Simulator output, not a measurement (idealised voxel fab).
process module | voxel air gaps
cross-section cut | 265 nm wide | cells 5 nm
A cross-section is a grid of square cells, given in bands from the top down. A band is one or more rows of cells.
Each band's line starts with the height of the band's top and of its bottom, in nm. Then come its materials from left to right, each with its width in nm. One material with "throughout" fills the band from edge to edge. "air" is empty space.
Height 0 is the level under which the wafer as received is all one material. The lowest band goes on downwards, as in "0 down".
A width such as "30 to 40" changes by the same amount from each row of cells to the next, from the band's top row to its bottom row.
"no change" after a step means that no cell of the cross-section changed.
closed voids: empty space of 8 cells or more with no open way to the top, each as width x height at its distance from the left edge, in nm
after a step's settings: what the simulator itself notes on the step
overlay nm, on a step with a mask: how far to the right of its planned place the mask lay; to the left if negative
plan
1 op RECEIVE | material Si
2 op CONFORMAL_DEP | material SiO2 | thk nm 10
3 op CONFORMAL_DEP | material SiN | thk nm 5
4 op DIRECTIONAL_DEP | material lowk | thk nm 40
5 op PATTERN | tone open | mask id LINES | material resist | width nm 15 | pitch nm 45 | thk nm 15 | overlay nm 0
6 op DIRECTIONAL_ETCH | etch materials lowk | depth nm 40
7 op STRIP | etch materials resist
8 op CONFORMAL_DEP | material TiN | thk nm 5
9 op FILL_DEP | material Cu | thk nm 5
10 op CMP | height nm 55
11 op EPI | material Ru | thk nm 10
12 op SELECTIVE_ETCH | etch materials lowk | depth nm 50
13 op CONFORMAL_DEP | material SiN | thk nm 5
varied across the wafers: width nm of step 5. The plan shows the first wafer's value. All wafers start alike
first wafer as received, after step 1
  0 down: Si throughout
  closed voids: none
each wafer at the end: cells of each material gained (+) or lost (-) since it was received, then its closed voids
width nm 15 | +28 Cu | +56 Ru | +218 SiN | +106 SiO2 | +68 TiN | closed voids: 20 x 30 at 80; 20 x 30 at 125; 20 x 30 at 170
width nm 20 | +56 Cu | +64 Ru | +206 SiN | +106 SiO2 | +72 TiN | closed voids: 15 x 30 at 80; 15 x 30 at 125; 15 x 30 at 170
width nm 25 | +84 Cu | +72 Ru | +134 SiN | +106 SiO2 | +76 TiN | +96 lowk | closed voids: none
width nm 30 | +112 Cu | +74 Ru | +134 SiN | +106 SiO2 | +80 TiN | +72 lowk | closed voids: none
